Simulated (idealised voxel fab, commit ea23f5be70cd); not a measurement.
Title: Process Module voxel released beams
Section shown: cut. Width: 250 nm. Cell size: 5 nm, square.
The cross-sections in this document take the form of a grid made of square cells. They are written out as bands, in order from top to bottom. Each band consists of one or more rows of cells.
Top height, bottom height, nm. Materials left to right, width each, nm. Single material + "all across" = fills band edge to edge. "empty" = empty.
Below 0: as-received wafer, all one material; heights counted from there. Lowest band: no bottom, goes on down, written "from 0 down".
It should be noted that a width expressed as "30 to 40" varies in equal increments from row to row of cells within the band, taking the value of the first number at the top row and that of the second number at the bottom row.
Basically "no alterations made" means that step didn't change any cell in the cross-section.
If an empty space has no open way to the top and is at least 8 cells in size, "Enclosed void list" lists it, written width x height at distance, where distance is measured from the left edge and every value is in nm.
It should be noted that, on the line of a given step, the content following the step's settings is a remark produced by the simulator itself with respect to that step.
A step's line can hold "overlay nm"; with a mask on that step, the setting says how far right of the planned place the mask lay, while a negative setting says it lay to the left.

Planned step list for the process:
1 RECEIVE (material Si)
2 CONFORMAL_DEP (material SiN; thk nm 5)
3 DIRECTIONAL_DEP (material SiO2; thk nm 10)
4 PATTERN (tone open; mask id ANCHOR; material resist; width nm 25; thk nm 15; overlay nm 0)
5 DIRECTIONAL_ETCH (etch materials SiO2; depth nm 10)
6 STRIP (etch materials resist)
7 CONFORMAL_DEP (material W; thk nm 10)
8 DIRECTIONAL_DEP (material aC; thk nm 10)
9 PATTERN (tone cover; mask id BEAM; material resist; width nm 70; thk nm 25; overlay nm 0)
10 DIRECTIONAL_ETCH (etch materials aC; depth nm 10)
11 STRIP (etch materials resist)
12 DIRECTIONAL_ETCH (etch materials W; depth nm 10)
13 STRIP (etch materials aC)
14 STRIP (etch materials SiO2)

As received (post step 1): cross-section:
	from 0 down | Si all across
	Enclosed void list: none

Same starting wafer, same plan as above, one mistake in the execution; this is the cross-section at the end of the module:
	from 20 to 10 | empty 85 | W 15 | empty 5 | W 50 | empty 95
	from 10 to 0 | empty 90 | W 25 | empty 135
	from 0 down | Si all across
	Enclosed void list: none
In executing the process, a mistake was made relative to the plan: it should be noted that step 2 of the plan was omitted and was not performed
